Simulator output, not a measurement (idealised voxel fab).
The following process module bears the name voxel wiring stack.
For reference, the cross-section in this document is cut, with width 195 nm and square cells of 5 nm.
In what follows, cross-sections appear as grids of square cells, described through bands that run from the top down, where every band is one or more rows of cells.
Each band's line starts with the height of the band's top and of its bottom, in nm. Then come its materials from left to right, each with its width in nm. One material with "throughout" fills the band from edge to edge. "air" is empty space.
Heads up on the height convention: 0 is the point under which the incoming wafer is all one material, and the lowest band has no bottom, it just keeps going down, like "0 down".
Top row gets the first number, bottom row gets the second, and each row in between changes by the same step: that is how a band width like "30 to 40" works.
The cross-section has no changed cell in any step marked "nothing was modified".
"Completely sealed voids" means: voids of 8 cells or more that are shut off from the top with no open way through. Written width x height at distance, distance from the left edge, in nm.
after a step's settings: what the simulator itself notes on the step
Steps that use a mask can have "overlay nm" on their line. It says how far the mask sat to the right of where it was meant to be. Negative means to the left.

PROCESS STEPS FORESEEN IN THE PLAN
1,RECEIVE (material Si)
2,CONFORMAL_DEP (material SiO2; thk nm 10)
3,DIRECTIONAL_DEP (material TiN; thk nm 5)
4,DIRECTIONAL_DEP (material Ru; thk nm 20)
5,PATTERN (tone cover; mask id METAL_1; material resist; width nm 30; pitch nm 45; thk nm 15; overlay nm 0)
6,DIRECTIONAL_ETCH (etch materials Ru; depth nm 20)
7,DIRECTIONAL_ETCH (etch materials TiN; depth nm 5)
8,STRIP (etch materials resist)
9,FILL_DEP (material lowk; thk nm 10)
10,CMP (height nm 35)
11,CONFORMAL_DEP (material SiCN; thk nm 5)
12,DIRECTIONAL_DEP (material lowk; thk nm 20)
13,DIRECTIONAL_DEP (material aC; thk nm 15)
14,PATTERN (tone open; mask id PLUG_1; material resist; width nm 15; pitch nm 45; thk nm 35; overlay nm 0)
15,DIRECTIONAL_ETCH (etch materials aC; depth nm 15)
16,STRIP (etch materials resist)
17,DIRECTIONAL_ETCH (etch materials lowk; depth nm 20)
18,DIRECTIONAL_ETCH (etch materials SiCN; depth nm 5)
19,STRIP (etch materials aC)
20,CONFORMAL_DEP (material TiN; thk nm 5)
21,FILL_DEP (material Ru; thk nm 10)
22,CMP (height nm 60)
23,DIRECTIONAL_DEP (material TiN; thk nm 5)
24,DIRECTIONAL_DEP (material W; thk nm 15)
25,PATTERN (tone cover; mask id METAL_2; material resist; width nm 30; pitch nm 45; thk nm 15; overlay nm 0)
26,DIRECTIONAL_ETCH (etch materials W; depth nm 15)
27,DIRECTIONAL_ETCH (etch materials TiN; depth nm 5)
28,STRIP (etch materials resist)
29,FILL_DEP (material lowk; thk nm 10)
30,CMP (height nm 80)
31,CONFORMAL_DEP (material SiCN; thk nm 5)
32,DIRECTIONAL_DEP (material SiO2; thk nm 35)
33,DIRECTIONAL_DEP (material aC; thk nm 10)
34,PATTERN (tone open; mask id METAL_3; material resist; width nm 30; pitch nm 45; thk nm 30; overlay nm 0)
35,DIRECTIONAL_ETCH (etch materials aC; depth nm 10)
36,STRIP (etch materials resist)
37,DIRECTIONAL_ETCH (etch materials SiO2; depth nm 20)
38,STRIP (etch materials aC)
39,DIRECTIONAL_DEP (material aC; thk nm 15)
40,PATTERN (tone open; mask id METAL_3_HOLES; material resist; width nm 15; pitch nm 90; thk nm 30; overlay nm 0)
41,DIRECTIONAL_ETCH (etch materials aC; depth nm 15)
42,STRIP (etch materials resist)
43,DIRECTIONAL_ETCH (etch materials SiO2; depth nm 15)
44,DIRECTIONAL_ETCH (etch materials SiCN; depth nm 5)
45,STRIP (etch materials aC)
46,CONFORMAL_DEP (material TiN; thk nm 5)
47,FILL_DEP (material Ru; thk nm 5)
48,CMP (height nm 120)
49,CONFORMAL_DEP (material SiCN; thk nm 5)

FIRST OF TWO WAFERS - AS PLANNED

SO THIS IS THE INCOMING WAFER IN CROSS-SECTION - IT'S ALREADY BEEN THROUGH STEP 1
> 0 down = Si throughout
> Completely sealed voids: none

AFTER STEP 2
> 10 to 0 = SiO2 throughout
> For the remainder of the cross-section, below 0, there is no change.

AFTER STEP 3
> 15 to 10 = TiN throughout
> For the remainder of the cross-section, below 10, there is no change.

AFTER STEP 4
> 35 to 15 = Ru throughout
> For the remainder of the cross-section, below 15, there is no change.

AFTER STEP 5
> 50 to 35 = air (15) / resist (30) / air (15) / resist (30) / air (15) / resist (30) / air (15) / resist (30) / air (15)
> For the remainder of the cross-section, below 35, there is no change.

AFTER STEP 6
> 50 to 35 = air (15) / resist (30) / air (15) / resist (30) / air (15) / resist (30) / air (15) / resist (30) / air (15)
> 35 to 15 = air (15) / Ru (30) / air (15) / Ru (30) / air (15) / Ru (30) / air (15) / Ru (30) / air (15)
> For the remainder of the cross-section, below 15, there is no change.

AFTER STEP 7
> 50 to 35 = air (15) / resist (30) / air (15) / resist (30) / air (15) / resist (30) / air (15) / resist (30) / air (15)
> 35 to 15 = air (15) / Ru (30) / air (15) / Ru (30) / air (15) / Ru (30) / air (15) / Ru (30) / air (15)
> 15 to 10 = air (15) / TiN (30) / air (15) / TiN (30) / air (15) / TiN (30) / air (15) / TiN (30) / air (15)
> For the remainder of the cross-section, below 10, there is no change.

AFTER STEP 8
> 35 to 15 = air (15) / Ru (30) / air (15) / Ru (30) / air (15) / Ru (30) / air (15) / Ru (30) / air (15)
> For the remainder of the cross-section, below 15, there is no change.

AFTER STEP 9
> 45 to 35 = lowk throughout
> 35 to 15 = lowk (15) / Ru (30) / lowk (15) / Ru (30) / lowk (15) / Ru (30) / lowk (15) / Ru (30) / lowk (15)
> 15 to 10 = lowk (15) / TiN (30) / lowk (15) / TiN (30) / lowk (15) / TiN (30) / lowk (15) / TiN (30) / lowk (15)
> For the remainder of the cross-section, below 10, there is no change.

AFTER STEP 10
> 35 to 15 = lowk (15) / Ru (30) / lowk (15) / Ru (30) / lowk (15) / Ru (30) / lowk (15) / Ru (30) / lowk (15)
> For the remainder of the cross-section, below 15, there is no change.

AFTER STEP 11
> 40 to 35 = SiCN throughout
> For the remainder of the cross-section, below 35, there is no change.

AFTER STEP 12
> 60 to 40 = lowk throughout
> For the remainder of the cross-section, below 40, there is no change.

AFTER STEP 13
> 75 to 60 = aC throughout
> For the remainder of the cross-section, below 60, there is no change.

AFTER STEP 14
> 110 to 75 = resist (15) / air (15) / resist (30) / air (15) / resist (30) / air (15) / resist (30) / air (15) / resist (30)
> For the remainder of the cross-section, below 75, there is no change.

AFTER STEP 15
> 95 to 75 = resist (15) / air (15) / resist (30) / air (15) / resist (30) / air (15) / resist (30) / air (15) / resist (30)
> 75 to 60 = aC (15) / air (15) / aC (30) / air (15) / aC (30) / air (15) / aC (30) / air (15) / aC (30)
> For the remainder of the cross-section, below 60, there is no change.

AFTER STEP 16
> 75 to 60 = aC (15) / air (15) / aC (30) / air (15) / aC (30) / air (15) / aC (30) / air (15) / aC (30)
> For the remainder of the cross-section, below 60, there is no change.

AFTER STEP 17
> 75 to 60 = aC (15) / air (15) / aC (30) / air (15) / aC (30) / air (15) / aC (30) / air (15) / aC (30)
> 60 to 40 = lowk (15) / air (15) / lowk (30) / air (15) / lowk (30) / air (15) / lowk (30) / air (15) / lowk (30)
> For the remainder of the cross-section, below 40, there is no change.

AFTER STEP 18
> 75 to 60 = aC (15) / air (15) / aC (30) / air (15) / aC (30) / air (15) / aC (30) / air (15) / aC (30)
> 60 to 40 = lowk (15) / air (15) / lowk (30) / air (15) / lowk (30) / air (15) / lowk (30) / air (15) / lowk (30)
> 40 to 35 = SiCN (15) / air (15) / SiCN (30) / air (15) / SiCN (30) / air (15) / SiCN (30) / air (15) / SiCN (30)
> For the remainder of the cross-section, below 35, there is no change.

AFTER STEP 19
> 60 to 40 = lowk (15) / air (15) / lowk (30) / air (15) / lowk (30) / air (15) / lowk (30) / air (15) / lowk (30)
> For the remainder of the cross-section, below 40, there is no change.

AFTER STEP 20
> 65 to 60 = TiN (20) / air (5) / TiN (40) / air (5) / TiN (40) / air (5) / TiN (40) / air (5) / TiN (35)
> 60 to 40 = lowk (15) / TiN (5) / air (5) / TiN (5) / lowk (30) / TiN (5) / air (5) / TiN (5) / lowk (30) / TiN (5) / air (5) / TiN (5) / lowk (30) / TiN (5) / air (5) / TiN (5) / lowk (30)
> 40 to 35 = SiCN (15) / TiN (15) / SiCN (30) / TiN (15) / SiCN (30) / TiN (15) / SiCN (30) / TiN (15) / SiCN (30)
> For the remainder of the cross-section, below 35, there is no change.

AFTER STEP 21
> 75 to 65 = Ru throughout
> 65 to 60 = TiN (20) / Ru (5) / TiN (40) / Ru (5) / TiN (40) / Ru (5) / TiN (40) / Ru (5) / TiN (35)
> 60 to 40 = lowk (15) / TiN (5) / Ru (5) / TiN (5) / lowk (30) / TiN (5) / Ru (5) / TiN (5) / lowk (30) / TiN (5) / Ru (5) / TiN (5) / lowk (30) / TiN (5) / Ru (5) / TiN (5) / lowk (30)
> For the remainder of the cross-section, below 40, there is no change.

AFTER STEP 22
> 60 to 40 = lowk (15) / TiN (5) / Ru (5) / TiN (5) / lowk (30) / TiN (5) / Ru (5) / TiN (5) / lowk (30) / TiN (5) / Ru (5) / TiN (5) / lowk (30) / TiN (5) / Ru (5) / TiN (5) / lowk (30)
> For the remainder of the cross-section, below 40, there is no change.

AFTER STEP 23
> 65 to 60 = TiN throughout
> For the remainder of the cross-section, below 60, there is no change.

AFTER STEP 24
> 80 to 65 = W throughout
> For the remainder of the cross-section, below 65, there is no change.

AFTER STEP 25
> 95 to 80 = air (15) / resist (30) / air (15) / resist (30) / air (15) / resist (30) / air (15) / resist (30) / air (15)
> For the remainder of the cross-section, below 80, there is no change.

AFTER STEP 26
> 95 to 80 = air (15) / resist (30) / air (15) / resist (30) / air (15) / resist (30) / air (15) / resist (30) / air (15)
> 80 to 65 = air (15) / W (30) / air (15) / W (30) / air (15) / W (30) / air (15) / W (30) / air (15)
> For the remainder of the cross-section, below 65, there is no change.

AFTER STEP 27
> 95 to 80 = air (15) / resist (30) / air (15) / resist (30) / air (15) / resist (30) / air (15) / resist (30) / air (15)
> 80 to 65 = air (15) / W (30) / air (15) / W (30) / air (15) / W (30) / air (15) / W (30) / air (15)
> 65 to 60 = air (15) / TiN (30) / air (15) / TiN (30) / air (15) / TiN (30) / air (15) / TiN (30) / air (15)
> For the remainder of the cross-section, below 60, there is no change.

AFTER STEP 28
> 80 to 65 = air (15) / W (30) / air (15) / W (30) / air (15) / W (30) / air (15) / W (30) / air (15)
> For the remainder of the cross-section, below 65, there is no change.

AFTER STEP 29
> 90 to 80 = lowk throughout
> 80 to 65 = lowk (15) / W (30) / lowk (15) / W (30) / lowk (15) / W (30) / lowk (15) / W (30) / lowk (15)
> 65 to 60 = lowk (15) / TiN (30) / lowk (15) / TiN (30) / lowk (15) / TiN (30) / lowk (15) / TiN (30) / lowk (15)
> For the remainder of the cross-section, below 60, there is no change.

AFTER STEP 30
> 80 to 65 = lowk (15) / W (30) / lowk (15) / W (30) / lowk (15) / W (30) / lowk (15) / W (30) / lowk (15)
> For the remainder of the cross-section, below 65, there is no change.

AFTER STEP 31
> 85 to 80 = SiCN throughout
> For the remainder of the cross-section, below 80, there is no change.

AFTER STEP 32
> 120 to 85 = SiO2 throughout
> For the remainder of the cross-section, below 85, there is no change.

AFTER STEP 33
> 130 to 120 = aC throughout
> For the remainder of the cross-section, below 120, there is no change.

AFTER STEP 34
> 160 to 130 = resist (15) / air (30) / resist (15) / air (30) / resist (15) / air (30) / resist (15) / air (30) / resist (15)
> For the remainder of the cross-section, below 130, there is no change.

AFTER STEP 35
> 150 to 130 = resist (15) / air (30) / resist (15) / air (30) / resist (15) / air (30) / resist (15) / air (30) / resist (15)
> 130 to 120 = aC (15) / air (30) / aC (15) / air (30) / aC (15) / air (30) / aC (15) / air (30) / aC (15)
> For the remainder of the cross-section, below 120, there is no change.

AFTER STEP 36
> 130 to 120 = aC (15) / air (30) / aC (15) / air (30) / aC (15) / air (30) / aC (15) / air (30) / aC (15)
> For the remainder of the cross-section, below 120, there is no change.

AFTER STEP 37
> 130 to 120 = aC (15) / air (30) / aC (15) / air (30) / aC (15) / air (30) / aC (15) / air (30) / aC (15)
> 120 to 100 = SiO2 (15) / air (30) / SiO2 (15) / air (30) / SiO2 (15) / air (30) / SiO2 (15) / air (30) / SiO2 (15)
> For the remainder of the cross-section, below 100, there is no change.

AFTER STEP 38
> 120 to 100 = SiO2 (15) / air (30) / SiO2 (15) / air (30) / SiO2 (15) / air (30) / SiO2 (15) / air (30) / SiO2 (15)
> For the remainder of the cross-section, below 100, there is no change.

AFTER STEP 39
> 135 to 120 = aC (15) / air (30) / aC (15) / air (30) / aC (15) / air (30) / aC (15) / air (30) / aC (15)
> 120 to 115 = SiO2 (15) / air (30) / SiO2 (15) / air (30) / SiO2 (15) / air (30) / SiO2 (15) / air (30) / SiO2 (15)
> 115 to 100 = SiO2 (15) / aC (30) / SiO2 (15) / aC (30) / SiO2 (15) / aC (30) / SiO2 (15) / aC (30) / SiO2 (15)
> For the remainder of the cross-section, below 100, there is no change.

AFTER STEP 40
> 165 to 135 = resist (15) / air (15) / resist (75) / air (15) / resist (75)
> 135 to 120 = aC (15) / air (15) / resist (15) / aC (15) / resist (30) / aC (15) / air (15) / resist (15) / aC (15) / resist (30) / aC (15)
> 120 to 115 = SiO2 (15) / air (15) / resist (15) / SiO2 (15) / resist (30) / SiO2 (15) / air (15) / resist (15) / SiO2 (15) / resist (30) / SiO2 (15)
> For the remainder of the cross-section, below 115, there is no change.

AFTER STEP 41
> 150 to 135 = resist (15) / air (15) / resist (75) / air (15) / resist (75)
> 135 to 120 = aC (15) / air (15) / resist (15) / aC (15) / resist (30) / aC (15) / air (15) / resist (15) / aC (15) / resist (30) / aC (15)
> 120 to 115 = SiO2 (15) / air (15) / resist (15) / SiO2 (15) / resist (30) / SiO2 (15) / air (15) / resist (15) / SiO2 (15) / resist (30) / SiO2 (15)
> 115 to 100 = SiO2 (15) / air (15) / aC (15) / SiO2 (15) / aC (30) / SiO2 (15) / air (15) / aC (15) / SiO2 (15) / aC (30) / SiO2 (15)
> For the remainder of the cross-section, below 100, there is no change.

AFTER STEP 42
> 135 to 120 = aC (15) / air (30) / aC (15) / air (30) / aC (15) / air (30) / aC (15) / air (30) / aC (15)
> 120 to 115 = SiO2 (15) / air (30) / SiO2 (15) / air (30) / SiO2 (15) / air (30) / SiO2 (15) / air (30) / SiO2 (15)
> For the remainder of the cross-section, below 115, there is no change.

AFTER STEP 43
> 135 to 120 = aC (15) / air (30) / aC (15) / air (30) / aC (15) / air (30) / aC (15) / air (30) / aC (15)
> 120 to 115 = SiO2 (15) / air (30) / SiO2 (15) / air (30) / SiO2 (15) / air (30) / SiO2 (15) / air (30) / SiO2 (15)
> 115 to 100 = SiO2 (15) / air (15) / aC (15) / SiO2 (15) / aC (30) / SiO2 (15) / air (15) / aC (15) / SiO2 (15) / aC (30) / SiO2 (15)
> 100 to 85 = SiO2 (15) / air (15) / SiO2 (75) / air (15) / SiO2 (75)
> For the remainder of the cross-section, below 85, there is no change.

AFTER STEP 44
> 135 to 120 = aC (15) / air (30) / aC (15) / air (30) / aC (15) / air (30) / aC (15) / air (30) / aC (15)
> 120 to 115 = SiO2 (15) / air (30) / SiO2 (15) / air (30) / SiO2 (15) / air (30) / SiO2 (15) / air (30) / SiO2 (15)
> 115 to 100 = SiO2 (15) / air (15) / aC (15) / SiO2 (15) / aC (30) / SiO2 (15) / air (15) / aC (15) / SiO2 (15) / aC (30) / SiO2 (15)
> 100 to 85 = SiO2 (15) / air (15) / SiO2 (75) / air (15) / SiO2 (75)
> 85 to 80 = SiCN (15) / air (15) / SiCN (75) / air (15) / SiCN (75)
> For the remainder of the cross-section, below 80, there is no change.

AFTER STEP 45
> 120 to 100 = SiO2 (15) / air (30) / SiO2 (15) / air (30) / SiO2 (15) / air (30) / SiO2 (15) / air (30) / SiO2 (15)
> For the remainder of the cross-section, below 100, there is no change.

AFTER STEP 46
> 125 to 120 = TiN (20) / air (20) / TiN (25) / air (20) / TiN (25) / air (20) / TiN (25) / air (20) / TiN (20)
> 120 to 105 = SiO2 (15) / TiN (5) / air (20) / TiN (5) / SiO2 (15) / TiN (5) / air (20) / TiN (5) / SiO2 (15) / TiN (5) / air (20) / TiN (5) / SiO2 (15) / TiN (5) / air (20) / TiN (5) / SiO2 (15)
> 105 to 100 = SiO2 (15) / TiN (5) / air (5) / TiN (20) / SiO2 (15) / TiN (30) / SiO2 (15) / TiN (5) / air (5) / TiN (20) / SiO2 (15) / TiN (30) / SiO2 (15)
> 100 to 85 = SiO2 (15) / TiN (5) / air (5) / TiN (5) / SiO2 (75) / TiN (5) / air (5) / TiN (5) / SiO2 (75)
> 85 to 80 = SiCN (15) / TiN (15) / SiCN (75) / TiN (15) / SiCN (75)
> For the remainder of the cross-section, below 80, there is no change.

AFTER STEP 47
> 130 to 125 = Ru throughout
> 125 to 120 = TiN (20) / Ru (20) / TiN (25) / Ru (20) / TiN (25) / Ru (20) / TiN (25) / Ru (20) / TiN (20)
> 120 to 105 = SiO2 (15) / TiN (5) / Ru (20) / TiN (5) / SiO2 (15) / TiN (5) / Ru (20) / TiN (5) / SiO2 (15) / TiN (5) / Ru (20) / TiN (5) / SiO2 (15) / TiN (5) / Ru (20) / TiN (5) / SiO2 (15)
> 105 to 100 = SiO2 (15) / TiN (5) / Ru (5) / TiN (20) / SiO2 (15) / TiN (30) / SiO2 (15) / TiN (5) / Ru (5) / TiN (20) / SiO2 (15) / TiN (30) / SiO2 (15)
> 100 to 85 = SiO2 (15) / TiN (5) / Ru (5) / TiN (5) / SiO2 (75) / TiN (5) / Ru (5) / TiN (5) / SiO2 (75)
> For the remainder of the cross-section, below 85, there is no change.

AFTER STEP 48
> 120 to 105 = SiO2 (15) / TiN (5) / Ru (20) / TiN (5) / SiO2 (15) / TiN (5) / Ru (20) / TiN (5) / SiO2 (15) / TiN (5) / Ru (20) / TiN (5) / SiO2 (15) / TiN (5) / Ru (20) / TiN (5) / SiO2 (15)
> For the remainder of the cross-section, below 105, there is no change.

AFTER STEP 49
> 125 to 120 = SiCN throughout
> For the remainder of the cross-section, below 120, there is no change.

THE SECOND WAFER: COMMON ORIGIN AND PLAN, ONE MISTAKE IN EXECUTION, IDENTICAL TO THE FIRST THROUGH STEP 23

SECOND WAFER PROFILE IN SECTION, AT THE MOMENT STEP 24 OF THE PLAN WAS MEANT TO BE COMPLETE
> 80 to 65 = SiO2 throughout
> For the remainder of the cross-section, below 65, there is no change.

SECOND WAFER PROFILE IN SECTION, AT THE MOMENT STEP 25 OF THE PLAN WAS MEANT TO BE COMPLETE
> 95 to 80 = air (15) / resist (30) / air (15) / resist (30) / air (15) / resist (30) / air (15) / resist (30) / air (15)
> For the remainder of the cross-section, below 80, there is no change.

Second wafer profile in section, at the moment step 26 of the plan was meant to be complete: nothing was modified

Second wafer profile in section, at the moment step 27 of the plan was meant to be complete: nothing was modified

SECOND WAFER PROFILE IN SECTION, AT THE MOMENT STEP 28 OF THE PLAN WAS MEANT TO BE COMPLETE
> 80 to 65 = SiO2 throughout
> For the remainder of the cross-section, below 65, there is no change.

SECOND WAFER PROFILE IN SECTION, AT THE MOMENT STEP 29 OF THE PLAN WAS MEANT TO BE COMPLETE
> 90 to 80 = lowk throughout
> For the remainder of the cross-section, below 80, there is no change.

SECOND WAFER PROFILE IN SECTION, AT THE MOMENT STEP 30 OF THE PLAN WAS MEANT TO BE COMPLETE
> 80 to 65 = SiO2 throughout
> For the remainder of the cross-section, below 65, there is no change.

SECOND WAFER PROFILE IN SECTION, AT THE MOMENT STEP 31 OF THE PLAN WAS MEANT TO BE COMPLETE
> 85 to 80 = SiCN throughout
> For the remainder of the cross-section, below 80, there is no change.

SECOND WAFER PROFILE IN SECTION, AT THE MOMENT STEP 32 OF THE PLAN WAS MEANT TO BE COMPLETE
> 120 to 85 = SiO2 throughout
> For the remainder of the cross-section, below 85, there is no change.

SECOND WAFER PROFILE IN SECTION, AT THE MOMENT STEP 33 OF THE PLAN WAS MEANT TO BE COMPLETE
> 130 to 120 = aC throughout
> For the remainder of the cross-section, below 120, there is no change.

SECOND WAFER PROFILE IN SECTION, AT THE MOMENT STEP 34 OF THE PLAN WAS MEANT TO BE COMPLETE
> 160 to 130 = resist (15) / air (30) / resist (15) / air (30) / resist (15) / air (30) / resist (15) / air (30) / resist (15)
> For the remainder of the cross-section, below 130, there is no change.

SECOND WAFER PROFILE IN SECTION, AT THE MOMENT STEP 35 OF THE PLAN WAS MEANT TO BE COMPLETE
> 150 to 130 = resist (15) / air (30) / resist (15) / air (30) / resist (15) / air (30) / resist (15) / air (30) / resist (15)
> 130 to 120 = aC (15) / air (30) / aC (15) / air (30) / aC (15) / air (30) / aC (15) / air (30) / aC (15)
> For the remainder of the cross-section, below 120, there is no change.

SECOND WAFER PROFILE IN SECTION, AT THE MOMENT STEP 36 OF THE PLAN WAS MEANT TO BE COMPLETE
> 130 to 120 = aC (15) / air (30) / aC (15) / air (30) / aC (15) / air (30) / aC (15) / air (30) / aC (15)
> For the remainder of the cross-section, below 120, there is no change.

SECOND WAFER PROFILE IN SECTION, AT THE MOMENT STEP 37 OF THE PLAN WAS MEANT TO BE COMPLETE
> 130 to 120 = aC (15) / air (30) / aC (15) / air (30) / aC (15) / air (30) / aC (15) / air (30) / aC (15)
> 120 to 100 = SiO2 (15) / air (30) / SiO2 (15) / air (30) / SiO2 (15) / air (30) / SiO2 (15) / air (30) / SiO2 (15)
> For the remainder of the cross-section, below 100, there is no change.

SECOND WAFER PROFILE IN SECTION, AT THE MOMENT STEP 38 OF THE PLAN WAS MEANT TO BE COMPLETE
> 120 to 100 = SiO2 (15) / air (30) / SiO2 (15) / air (30) / SiO2 (15) / air (30) / SiO2 (15) / air (30) / SiO2 (15)
> For the remainder of the cross-section, below 100, there is no change.

SECOND WAFER PROFILE IN SECTION, AT THE MOMENT STEP 39 OF THE PLAN WAS MEANT TO BE COMPLETE
> 135 to 120 = aC (15) / air (30) / aC (15) / air (30) / aC (15) / air (30) / aC (15) / air (30) / aC (15)
> 120 to 115 = SiO2 (15) / air (30) / SiO2 (15) / air (30) / SiO2 (15) / air (30) / SiO2 (15) / air (30) / SiO2 (15)
> 115 to 100 = SiO2 (15) / aC (30) / SiO2 (15) / aC (30) / SiO2 (15) / aC (30) / SiO2 (15) / aC (30) / SiO2 (15)
> For the remainder of the cross-section, below 100, there is no change.

SECOND WAFER PROFILE IN SECTION, AT THE MOMENT STEP 40 OF THE PLAN WAS MEANT TO BE COMPLETE
> 165 to 135 = resist (15) / air (15) / resist (75) / air (15) / resist (75)
> 135 to 120 = aC (15) / air (15) / resist (15) / aC (15) / resist (30) / aC (15) / air (15) / resist (15) / aC (15) / resist (30) / aC (15)
> 120 to 115 = SiO2 (15) / air (15) / resist (15) / SiO2 (15) / resist (30) / SiO2 (15) / air (15) / resist (15) / SiO2 (15) / resist (30) / SiO2 (15)
> For the remainder of the cross-section, below 115, there is no change.

SECOND WAFER PROFILE IN SECTION, AT THE MOMENT STEP 41 OF THE PLAN WAS MEANT TO BE COMPLETE
> 150 to 135 = resist (15) / air (15) / resist (75) / air (15) / resist (75)
> 135 to 120 = aC (15) / air (15) / resist (15) / aC (15) / resist (30) / aC (15) / air (15) / resist (15) / aC (15) / resist (30) / aC (15)
> 120 to 115 = SiO2 (15) / air (15) / resist (15) / SiO2 (15) / resist (30) / SiO2 (15) / air (15) / resist (15) / SiO2 (15) / resist (30) / SiO2 (15)
> 115 to 100 = SiO2 (15) / air (15) / aC (15) / SiO2 (15) / aC (30) / SiO2 (15) / air (15) / aC (15) / SiO2 (15) / aC (30) / SiO2 (15)
> For the remainder of the cross-section, below 100, there is no change.

SECOND WAFER PROFILE IN SECTION, AT THE MOMENT STEP 42 OF THE PLAN WAS MEANT TO BE COMPLETE
> 135 to 120 = aC (15) / air (30) / aC (15) / air (30) / aC (15) / air (30) / aC (15) / air (30) / aC (15)
> 120 to 115 = SiO2 (15) / air (30) / SiO2 (15) / air (30) / SiO2 (15) / air (30) / SiO2 (15) / air (30) / SiO2 (15)
> For the remainder of the cross-section, below 115, there is no change.

SECOND WAFER PROFILE IN SECTION, AT THE MOMENT STEP 43 OF THE PLAN WAS MEANT TO BE COMPLETE
> 135 to 120 = aC (15) / air (30) / aC (15) / air (30) / aC (15) / air (30) / aC (15) / air (30) / aC (15)
> 120 to 115 = SiO2 (15) / air (30) / SiO2 (15) / air (30) / SiO2 (15) / air (30) / SiO2 (15) / air (30) / SiO2 (15)
> 115 to 100 = SiO2 (15) / air (15) / aC (15) / SiO2 (15) / aC (30) / SiO2 (15) / air (15) / aC (15) / SiO2 (15) / aC (30) / SiO2 (15)
> 100 to 85 = SiO2 (15) / air (15) / SiO2 (75) / air (15) / SiO2 (75)
> For the remainder of the cross-section, below 85, there is no change.

SECOND WAFER PROFILE IN SECTION, AT THE MOMENT STEP 44 OF THE PLAN WAS MEANT TO BE COMPLETE
> 135 to 120 = aC (15) / air (30) / aC (15) / air (30) / aC (15) / air (30) / aC (15) / air (30) / aC (15)
> 120 to 115 = SiO2 (15) / air (30) / SiO2 (15) / air (30) / SiO2 (15) / air (30) / SiO2 (15) / air (30) / SiO2 (15)
> 115 to 100 = SiO2 (15) / air (15) / aC (15) / SiO2 (15) / aC (30) / SiO2 (15) / air (15) / aC (15) / SiO2 (15) / aC (30) / SiO2 (15)
> 100 to 85 = SiO2 (15) / air (15) / SiO2 (75) / air (15) / SiO2 (75)
> 85 to 80 = SiCN (15) / air (15) / SiCN (75) / air (15) / SiCN (75)
> For the remainder of the cross-section, below 80, there is no change.

SECOND WAFER PROFILE IN SECTION, AT THE MOMENT STEP 45 OF THE PLAN WAS MEANT TO BE COMPLETE
> 120 to 100 = SiO2 (15) / air (30) / SiO2 (15) / air (30) / SiO2 (15) / air (30) / SiO2 (15) / air (30) / SiO2 (15)
> For the remainder of the cross-section, below 100, there is no change.

SECOND WAFER PROFILE IN SECTION, AT THE MOMENT STEP 46 OF THE PLAN WAS MEANT TO BE COMPLETE
> 125 to 120 = TiN (20) / air (20) / TiN (25) / air (20) / TiN (25) / air (20) / TiN (25) / air (20) / TiN (20)
> 120 to 105 = SiO2 (15) / TiN (5) / air (20) / TiN (5) / SiO2 (15) / TiN (5) / air (20) / TiN (5) / SiO2 (15) / TiN (5) / air (20) / TiN (5) / SiO2 (15) / TiN (5) / air (20) / TiN (5) / SiO2 (15)
> 105 to 100 = SiO2 (15) / TiN (5) / air (5) / TiN (20) / SiO2 (15) / TiN (30) / SiO2 (15) / TiN (5) / air (5) / TiN (20) / SiO2 (15) / TiN (30) / SiO2 (15)
> 100 to 85 = SiO2 (15) / TiN (5) / air (5) / TiN (5) / SiO2 (75) / TiN (5) / air (5) / TiN (5) / SiO2 (75)
> 85 to 80 = SiCN (15) / TiN (15) / SiCN (75) / TiN (15) / SiCN (75)
> For the remainder of the cross-section, below 80, there is no change.

SECOND WAFER PROFILE IN SECTION, AT THE MOMENT STEP 47 OF THE PLAN WAS MEANT TO BE COMPLETE
> 130 to 125 = Ru throughout
> 125 to 120 = TiN (20) / Ru (20) / TiN (25) / Ru (20) / TiN (25) / Ru (20) / TiN (25) / Ru (20) / TiN (20)
> 120 to 105 = SiO2 (15) / TiN (5) / Ru (20) / TiN (5) / SiO2 (15) / TiN (5) / Ru (20) / TiN (5) / SiO2 (15) / TiN (5) / Ru (20) / TiN (5) / SiO2 (15) / TiN (5) / Ru (20) / TiN (5) / SiO2 (15)
> 105 to 100 = SiO2 (15) / TiN (5) / Ru (5) / TiN (20) / SiO2 (15) / TiN (30) / SiO2 (15) / TiN (5) / Ru (5) / TiN (20) / SiO2 (15) / TiN (30) / SiO2 (15)
> 100 to 85 = SiO2 (15) / TiN (5) / Ru (5) / TiN (5) / SiO2 (75) / TiN (5) / Ru (5) / TiN (5) / SiO2 (75)
> For the remainder of the cross-section, below 85, there is no change.

SECOND WAFER PROFILE IN SECTION, AT THE MOMENT STEP 48 OF THE PLAN WAS MEANT TO BE COMPLETE
> 120 to 105 = SiO2 (15) / TiN (5) / Ru (20) / TiN (5) / SiO2 (15) / TiN (5) / Ru (20) / TiN (5) / SiO2 (15) / TiN (5) / Ru (20) / TiN (5) / SiO2 (15) / TiN (5) / Ru (20) / TiN (5) / SiO2 (15)
> For the remainder of the cross-section, below 105, there is no change.

SECOND WAFER PROFILE IN SECTION, AT THE MOMENT STEP 49 OF THE PLAN WAS MEANT TO BE COMPLETE
> 125 to 120 = SiCN throughout
> For the remainder of the cross-section, below 120, there is no change.
Misprocessing identified: step 24 changed vs plan, executed as DIRECTIONAL_DEP (material SiO2; thk nm 15)
Count the cells at the end and the second wafer has more or fewer of some materials than the first: SiO2: 117 more, TiN: 15 more, W: 72 fewer, lowk: 60 fewer
